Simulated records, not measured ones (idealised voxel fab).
process module | voxel wiring stack
cross-section cut | 240 nm wide | cells 5 nm
A cross-section is a grid of square cells, given in bands from the top down. A band is one or more rows of cells.
Each band's line starts with the height of the band's top and of its bottom, in nm. Then come its materials from left to right, each with its width in nm. One material with "throughout" fills the band from edge to edge. "air" is empty space.
Height 0 is the level under which the wafer as received is all one material. The lowest band goes on downwards, as in "0 down".
A width such as "30 to 40" changes by the same amount from each row of cells to the next, from the band's top row to its bottom row.
"no change" after a step means that no cell of the cross-section changed.
closed voids: empty space of 8 cells or more with no open way to the top, each as width x height at its distance from the left edge, in nm
after a step's settings: what the simulator itself notes on the step
overlay nm, on a step with a mask: how far to the right of its planned place the mask lay; to the left if negative
plan
1 op RECEIVE | material Si
2 op CONFORMAL_DEP | material SiO2 | thk nm 15
3 op DIRECTIONAL_DEP | material TiN | thk nm 5
4 op DIRECTIONAL_DEP | material W | thk nm 20
5 op PATTERN | tone cover | mask id METAL_1 | material resist | width nm 25 | pitch nm 45 | thk nm 15 | overlay nm 0
6 op DIRECTIONAL_ETCH | etch materials W | depth nm 20
7 op DIRECTIONAL_ETCH | etch materials TiN | depth nm 5
8 op STRIP | etch materials resist
9 op FILL_DEP | material SiO2 | thk nm 10
10 op CMP | height nm 40
11 op CONFORMAL_DEP | material SiCN | thk nm 5
12 op DIRECTIONAL_DEP | material SiO2 | thk nm 25
13 op MASKED_ETCH | tone open | mask id METAL_2_HOLES | width nm 15 | pitch nm 90 | etch materials SiO2 | depth nm 25 | overlay nm 0
14 op PATTERN | tone open | mask id METAL_2 | material resist | width nm 25 | pitch nm 45 | thk nm 15 | overlay nm 0
15 op DIRECTIONAL_ETCH | etch materials SiO2 | depth nm 15
16 op DIRECTIONAL_ETCH | etch materials SiCN | depth nm 5
17 op STRIP | etch materials resist
18 op CONFORMAL_DEP | material TiN | thk nm 5
19 op FILL_DEP | material Cu | thk nm 10
20 op CMP | height nm 70
21 op CONFORMAL_DEP | material SiCN | thk nm 5
22 op DIRECTIONAL_DEP | material SiO2 | thk nm 35
23 op DIRECTIONAL_DEP | material aC | thk nm 15
24 op PATTERN | tone open | mask id METAL_3 | material resist | width nm 25 | pitch nm 45 | thk nm 35 | overlay nm 0
25 op DIRECTIONAL_ETCH | etch materials aC | depth nm 15
26 op STRIP | etch materials resist
27 op DIRECTIONAL_ETCH | etch materials SiO2 | depth nm 20
28 op STRIP | etch materials aC
29 op PATTERN | tone open | mask id METAL_3_HOLES | material resist | width nm 15 | pitch nm 90 | thk nm 20 | overlay nm 0
30 op DIRECTIONAL_ETCH | etch materials SiO2 | depth nm 15
31 op DIRECTIONAL_ETCH | etch materials SiCN | depth nm 5
32 op STRIP | etch materials resist
33 op CONFORMAL_DEP | material TiN | thk nm 5
34 op FILL_DEP | material Ru | thk nm 10
35 op CMP | height nm 110
36 op CONFORMAL_DEP | material SiCN | thk nm 5
37 op DIRECTIONAL_DEP | material SiO2 | thk nm 25
38 op DIRECTIONAL_DEP | material aC | thk nm 15
39 op PATTERN | tone open | mask id METAL_4 | material resist | width nm 25 | pitch nm 45 | thk nm 30 | overlay nm 0
40 op DIRECTIONAL_ETCH | etch materials aC | depth nm 15
41 op STRIP | etch materials resist
42 op DIRECTIONAL_ETCH | etch materials SiO2 | depth nm 15
43 op STRIP | etch materials aC
44 op PATTERN | tone open | mask id METAL_4_HOLES | material resist | width nm 15 | pitch nm 90 | thk nm 20 | overlay nm 0
45 op DIRECTIONAL_ETCH | etch materials SiO2 | depth nm 10
46 op DIRECTIONAL_ETCH | etch materials SiCN | depth nm 5
47 op STRIP | etch materials resist
48 op CONFORMAL_DEP | material TiN | thk nm 5
49 op FILL_DEP | material Cu | thk nm 10
50 op CMP | height nm 140
51 op CONFORMAL_DEP | material SiN | thk nm 5
as received, after step 1
  0 down: Si throughout
  closed voids: none
a wafer at the end: this start, this plan, one mistake
  145 to 140: SiN throughout
  140 to 130: SiO2 60 | TiN 5 | Cu 15 | TiN 5 | SiO2 20 | TiN 5 | Cu 15 | TiN 5 | SiO2 20 | TiN 5 | Cu 15 | TiN 5 | SiO2 65
  130 to 125: SiO2 60 | TiN 5 | Cu 5 | TiN 15 | SiO2 20 | TiN 25 | SiO2 20 | TiN 5 | Cu 5 | TiN 15 | SiO2 65
  125 to 115: SiO2 60 | TiN 5 | Cu 5 | TiN 5 | SiO2 75 | TiN 5 | Cu 5 | TiN 5 | SiO2 75
  115 to 110: SiCN 60 | TiN 15 | SiCN 75 | TiN 15 | SiCN 75
  110 to 95: SiO2 60 | TiN 5 | Ru 15 | TiN 5 | SiO2 20 | TiN 5 | Ru 15 | TiN 5 | SiO2 20 | TiN 5 | Ru 15 | TiN 5 | SiO2 65
  95 to 90: SiO2 60 | TiN 5 | Ru 5 | TiN 15 | SiO2 20 | TiN 25 | SiO2 20 | TiN 5 | Ru 5 | TiN 15 | SiO2 65
  90 to 75: SiO2 60 | TiN 5 | Ru 5 | TiN 5 | SiO2 75 | TiN 5 | Ru 5 | TiN 5 | SiO2 75
  75 to 70: SiCN 60 | TiN 15 | SiCN 75 | TiN 15 | SiCN 75
  70 to 65: SiCN 60 | TiN 25 | SiCN 20 | TiN 25 | SiCN 20 | TiN 25 | SiCN 65
  65 to 40: SiCN throughout
  40 to 20: SiO2 60 | W 25 | SiO2 20 | W 25 | SiO2 20 | W 25 | SiO2 65
  20 to 15: SiO2 60 | TiN 25 | SiO2 20 | TiN 25 | SiO2 20 | TiN 25 | SiO2 65
  15 to 0: SiO2 throughout
  0 down: Si throughout
  closed voids: none
what went wrong: step 12 ran as: op DIRECTIONAL_DEP | material SiCN | thk nm 25
